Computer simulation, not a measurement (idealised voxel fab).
This is a process module. Its name is voxel self aligned vias.
Displayed cross-section: cut, width of 205 nm, square cells sized 5 nm.
How to read a cross-section here: the picture is a grid of square cells, written as bands going from the top down, and any band can span one or more rows of cells. What a band's entry tells you: where the top is and where the bottom is, as heights in nm, and after that what lies inside, material by material from left to right, each with its width in nm. Empty space is written as the word "air", and a single material marked with the word "edge to edge" occupies the band from edge to edge. Ref level 0: as-received wafer is one material below here. Bottom band extends down with no lower bound ("0 down"). Read "30..40" as a graded width: first number on top, second number at the bottom, same change between each pair of neighbouring rows. Where the words "nothing got changed" appear for a step, the cross-section shows no cell changed by that step; every cell remained as before. The list in "Completely enclosed voids" covers empty spaces of 8 cells or more that cannot reach the top through any open way, and it gives each as width x height at distance; the distance is from the left edge, and width, height and distance are in nm. Whatever follows a step's settings on its line is a remark the simulator itself makes about that step. The "overlay nm" setting may appear on a step's line; for a step that uses a mask, it gives how far to the right of its planned position the mask lay, and a negative value indicates the left.

Planned process steps
- 1: RECEIVE (material Si)
- 2: CONFORMAL_DEP (material SiO2; thk nm 15)
- 3: CONFORMAL_DEP (material SiCN; thk nm 5)
- 4: DIRECTIONAL_DEP (material SiO2; thk nm 25)
- 5: MASKED_ETCH (tone open; mask id LINES; width nm 20; pitch nm 70; etch materials SiO2; depth nm 25; overlay nm 0)
- 6: CONFORMAL_DEP (material TiN; thk nm 5)
- 7: FILL_DEP (material W; thk nm 10)
- 8: CMP (height nm 45)
- 9: SELECTIVE_ETCH (etch materials W Ru TiN; depth nm 5)
- 10: FILL_DEP (material SiN; thk nm 5)
- 11: CMP (height nm 45)
- 12: DIRECTIONAL_DEP (material SiO2; thk nm 15)
- 13: PATTERN (tone open; mask id VIAS; material resist; width nm 40; thk nm 20; overlay nm 0)
- 14: DIRECTIONAL_ETCH (etch materials SiO2; depth nm 15)
- 15: DIRECTIONAL_ETCH (etch materials SiN; depth nm 5)
- 16: STRIP (etch materials resist)
- 17: CONFORMAL_DEP (material TiN; thk nm 5)
- 18: FILL_DEP (material W; thk nm 5)
- 19: CMP (height nm 60)
- 20: CONFORMAL_DEP (material SiN; thk nm 5)

So, the first of our two wafers, run just as we planned it

Cross-section of the wafer upon arrival, representing the state reached after step 1
	0 down = Si edge to edge
	Completely enclosed voids: none

The wafer, seen in cross-section, after step 2
	15 to 0 = SiO2 edge to edge
	Everything below 0 is unchanged.

The wafer, seen in cross-section, after step 3
	20 to 15 = SiCN edge to edge
	Everything below 15 is unchanged.

The wafer, seen in cross-section, after step 4
	45 to 20 = SiO2 edge to edge
	Everything below 20 is unchanged.

The wafer, seen in cross-section, after step 5
	45 to 20 = 55 of SiO2 | 20 of air | 50 of SiO2 | 20 of air | 60 of SiO2
	Everything below 20 is unchanged.

The wafer, seen in cross-section, after step 6
	50 to 45 = 60 of TiN | 10 of air | 60 of TiN | 10 of air | 65 of TiN
	45 to 25 = 55 of SiO2 | 5 of TiN | 10 of air | 5 of TiN | 50 of SiO2 | 5 of TiN | 10 of air | 5 of TiN | 60 of SiO2
	25 to 20 = 55 of SiO2 | 20 of TiN | 50 of SiO2 | 20 of TiN | 60 of SiO2
	Everything below 20 is unchanged.

The wafer, seen in cross-section, after step 7
	60 to 50 = W edge to edge
	50 to 45 = 60 of TiN | 10 of W | 60 of TiN | 10 of W | 65 of TiN
	45 to 25 = 55 of SiO2 | 5 of TiN | 10 of W | 5 of TiN | 50 of SiO2 | 5 of TiN | 10 of W | 5 of TiN | 60 of SiO2
	Everything below 25 is unchanged.

The wafer, seen in cross-section, after step 8
	45 to 25 = 55 of SiO2 | 5 of TiN | 10 of W | 5 of TiN | 50 of SiO2 | 5 of TiN | 10 of W | 5 of TiN | 60 of SiO2
	Everything below 25 is unchanged.

The wafer, seen in cross-section, after step 9
	45 to 40 = 55 of SiO2 | 20 of air | 50 of SiO2 | 20 of air | 60 of SiO2
	Everything below 40 is unchanged.

The wafer, seen in cross-section, after step 10
	50 to 45 = SiN edge to edge
	45 to 40 = 55 of SiO2 | 20 of SiN | 50 of SiO2 | 20 of SiN | 60 of SiO2
	Everything below 40 is unchanged.

The wafer, seen in cross-section, after step 11
	45 to 40 = 55 of SiO2 | 20 of SiN | 50 of SiO2 | 20 of SiN | 60 of SiO2
	Everything below 40 is unchanged.

The wafer, seen in cross-section, after step 12
	60 to 45 = SiO2 edge to edge
	Everything below 45 is unchanged.

The wafer, seen in cross-section, after step 13
	80 to 60 = 45 of resist | 40 of air | 120 of resist
	Everything below 60 is unchanged.

The wafer, seen in cross-section, after step 14
	80 to 60 = 45 of resist | 40 of air | 120 of resist
	60 to 45 = 45 of SiO2 | 40 of air | 120 of SiO2
	Everything below 45 is unchanged.

The wafer, seen in cross-section, after step 15
	80 to 60 = 45 of resist | 40 of air | 120 of resist
	60 to 45 = 45 of SiO2 | 40 of air | 120 of SiO2
	45 to 40 = 55 of SiO2 | 20 of air | 50 of SiO2 | 20 of SiN | 60 of SiO2
	Everything below 40 is unchanged.

The wafer, seen in cross-section, after step 16
	60 to 45 = 45 of SiO2 | 40 of air | 120 of SiO2
	Everything below 45 is unchanged.

The wafer, seen in cross-section, after step 17
	65 to 60 = 50 of TiN | 30 of air | 125 of TiN
	60 to 50 = 45 of SiO2 | 5 of TiN | 30 of air | 5 of TiN | 120 of SiO2
	50 to 45 = 45 of SiO2 | 15 of TiN | 10 of air | 15 of TiN | 120 of SiO2
	45 to 40 = 55 of SiO2 | 20 of TiN | 50 of SiO2 | 20 of SiN | 60 of SiO2
	Everything below 40 is unchanged.

The wafer, seen in cross-section, after step 18
	70 to 65 = W edge to edge
	65 to 60 = 50 of TiN | 30 of W | 125 of TiN
	60 to 50 = 45 of SiO2 | 5 of TiN | 30 of W | 5 of TiN | 120 of SiO2
	50 to 45 = 45 of SiO2 | 15 of TiN | 10 of W | 15 of TiN | 120 of SiO2
	Everything below 45 is unchanged.

The wafer, seen in cross-section, after step 19
	60 to 50 = 45 of SiO2 | 5 of TiN | 30 of W | 5 of TiN | 120 of SiO2
	Everything below 50 is unchanged.

The wafer, seen in cross-section, after step 20
	65 to 60 = SiN edge to edge
	Everything below 60 is unchanged.

Wafer two. Same start, same plan, one slip in execution. Same as wafer one through step 13, inclusive

Cross-section of the second wafer at the time by which step 14 should have been completed according to the plan
	80 to 60 = 45 of resist | 40 of air | 120 of resist
	60 to 45 = 45 of SiO2 | 40 of air | 120 of SiO2
	45 to 40 = 45 of SiO2 | 10 of air | 20 of SiN | 10 of air | 40 of SiO2 | 20 of SiN | 60 of SiO2
	40 to 35 = 45 of SiO2 | 10 of air | 5 of TiN | 10 of W | 5 of TiN | 10 of air | 40 of SiO2 | 5 of TiN | 10 of W | 5 of TiN | 60 of SiO2
	Everything below 35 is unchanged.

Cross-section of the second wafer at the time by which step 15 should have been completed according to the plan
	80 to 60 = 45 of resist | 40 of air | 120 of resist
	60 to 45 = 45 of SiO2 | 40 of air | 120 of SiO2
	45 to 40 = 45 of SiO2 | 40 of air | 40 of SiO2 | 20 of SiN | 60 of SiO2
	Everything below 40 is unchanged.

Cross-section of the second wafer at the time by which step 16 should have been completed according to the plan
	60 to 45 = 45 of SiO2 | 40 of air | 120 of SiO2
	Everything below 45 is unchanged.

Cross-section of the second wafer at the time by which step 17 should have been completed according to the plan
	65 to 60 = 50 of TiN | 30 of air | 125 of TiN
	60 to 45 = 45 of SiO2 | 5 of TiN | 30 of air | 5 of TiN | 120 of SiO2
	45 to 40 = 45 of SiO2 | 40 of TiN | 40 of SiO2 | 20 of SiN | 60 of SiO2
	40 to 35 = 45 of SiO2 | 15 of TiN | 10 of W | 15 of TiN | 40 of SiO2 | 5 of TiN | 10 of W | 5 of TiN | 60 of SiO2
	Everything below 35 is unchanged.

Cross-section of the second wafer at the time by which step 18 should have been completed according to the plan
	70 to 65 = W edge to edge
	65 to 60 = 50 of TiN | 30 of W | 125 of TiN
	60 to 45 = 45 of SiO2 | 5 of TiN | 30 of W | 5 of TiN | 120 of SiO2
	Everything below 45 is unchanged.

Cross-section of the second wafer at the time by which step 19 should have been completed according to the plan
	60 to 45 = 45 of SiO2 | 5 of TiN | 30 of W | 5 of TiN | 120 of SiO2
	Everything below 45 is unchanged.

Cross-section of the second wafer at the time by which step 20 should have been completed according to the plan
	65 to 60 = SiN edge to edge
	Everything below 60 is unchanged.
In executing the process, a mistake was made relative to the plan: step 14: run off-plan, actual operation and settings DIRECTIONAL_ETCH (etch materials SiO2; depth nm 25)
Final wafer comparison in cells, second versus first, more or fewer per material: -8 SiO2 | +4 TiN | +4 W
